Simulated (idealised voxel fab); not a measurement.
process module | voxel double patterning
cross-section cut | 230 nm wide | cells 5 nm
A cross-section is a grid of square cells, given in bands from the top down. A band is one or more rows of cells.
Each band's line starts with the height of the band's top and of its bottom, in nm. Then come its materials from left to right, each with its width in nm. One material with "throughout" fills the band from edge to edge. "air" is empty space.
Height 0 is the level under which the wafer as received is all one material. The lowest band goes on downwards, as in "0 down".
A width such as "30 to 40" changes by the same amount from each row of cells to the next, from the band's top row to its bottom row.
"no change" after a step means that no cell of the cross-section changed.
closed voids: empty space of 8 cells or more with no open way to the top, each as width x height at its distance from the left edge, in nm
after a step's settings: what the simulator itself notes on the step
overlay nm, on a step with a mask: how far to the right of its planned place the mask lay; to the left if negative
plan
1 op RECEIVE | material Si
2 op CONFORMAL_DEP | material SiO2 | thk nm 5
3 op DIRECTIONAL_DEP | material W | thk nm 20
4 op DIRECTIONAL_DEP | material SiCN | thk nm 10
5 op DIRECTIONAL_DEP | material aC | thk nm 10
6 op PATTERN | tone open | mask id FIRST | material resist | width nm 15 | pitch nm 50 | thk nm 25 | overlay nm 0
7 op DIRECTIONAL_ETCH | etch materials aC | depth nm 10
8 op STRIP | etch materials resist
9 op DIRECTIONAL_ETCH | etch materials SiCN | depth nm 10
10 op STRIP | etch materials aC
11 op MASKED_ETCH | tone open | mask id SECOND | width nm 15 | pitch nm 50 | etch materials SiCN | depth nm 10 | overlay nm 0
12 op DIRECTIONAL_ETCH | etch materials W | depth nm 20
13 op STRIP | etch materials SiCN
varied across the wafers: width nm of step 6. The plan shows the first wafer's value. All wafers start alike
first wafer as received, after step 1
  0 down: Si throughout
  closed voids: none
first wafer at the end, after step 13
  25 to 5: W 55 | air 15 | W 10 | air 15 | W 10 | air 15 | W 10 | air 15 | W 10 | air 15 | W 60
  5 to 0: SiO2 throughout
  0 down: Si throughout
  closed voids: none
last wafer at the end
  25 to 5: W 50 | air 45 | W 5 | air 45 | W 5 | air 30 | W 50
  5 to 0: SiO2 throughout
  0 down: Si throughout
  closed voids: none
each wafer at the end: cells of each material gained (+) or lost (-) since it was received, then its closed voids
width nm 15 | +46 SiO2 | +124 W | closed voids: none
width nm 20 | +46 SiO2 | +112 W | closed voids: none
width nm 25 | +46 SiO2 | +100 W | closed voids: none
width nm 30 | +46 SiO2 | +88 W | closed voids: none
